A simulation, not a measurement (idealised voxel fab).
process module | voxel double patterning
cross-section cut | 190 nm wide | cells 5 nm
A cross-section is a grid of square cells, given in bands from the top down. A band is one or more rows of cells.
Each band's line starts with the height of the band's top and of its bottom, in nm. Then come its materials from left to right, each with its width in nm. One material with "throughout" fills the band from edge to edge. "air" is empty space.
Height 0 is the level under which the wafer as received is all one material. The lowest band goes on downwards, as in "0 down".
A width such as "30 to 40" changes by the same amount from each row of cells to the next, from the band's top row to its bottom row.
"no change" after a step means that no cell of the cross-section changed.
closed voids: empty space of 8 cells or more with no open way to the top, each as width x height at its distance from the left edge, in nm
after a step's settings: what the simulator itself notes on the step
overlay nm, on a step with a mask: how far to the right of its planned place the mask lay; to the left if negative
plan
1 op RECEIVE | material Si
2 op CONFORMAL_DEP | material SiO2 | thk nm 5
3 op DIRECTIONAL_DEP | material TiN | thk nm 10
4 op DIRECTIONAL_DEP | material SiN | thk nm 10
5 op DIRECTIONAL_DEP | material aC | thk nm 15
6 op PATTERN | tone open | mask id FIRST | material resist | width nm 15 | pitch nm 50 | thk nm 30 | overlay nm 0
7 op DIRECTIONAL_ETCH | etch materials aC | depth nm 15
8 op STRIP | etch materials resist
9 op DIRECTIONAL_ETCH | etch materials SiN | depth nm 10
10 op STRIP | etch materials aC
11 op DIRECTIONAL_DEP | material aC | thk nm 15
12 op PATTERN | tone open | mask id SECOND | material resist | width nm 15 | thk nm 30 | overlay nm 0
13 op DIRECTIONAL_ETCH | etch materials aC | depth nm 15
14 op STRIP | etch materials resist
15 op DIRECTIONAL_ETCH | etch materials SiN | depth nm 10
16 op STRIP | etch materials aC
17 op DIRECTIONAL_ETCH | etch materials TiN | depth nm 10
18 op STRIP | etch materials SiN
as received, after step 1
  0 down: Si throughout
  closed voids: none
first wafer at the end, as planned
  15 to 5: TiN 60 | air 15 | TiN 10 | air 15 | TiN 10 | air 15 | TiN 65
  5 to 0: SiO2 throughout
  0 down: Si throughout
  closed voids: none
second wafer at the end: like start, like plan, one mistake
  10 to 5: TiN 60 | air 15 | TiN 10 | air 15 | TiN 10 | air 15 | TiN 65
  5 to 0: SiO2 throughout
  0 down: Si throughout
  closed voids: none
what went wrong: step 3 ran as: op DIRECTIONAL_DEP | material TiN | thk nm 5
at the end the second wafer has, in cells: 29 fewer of TiN
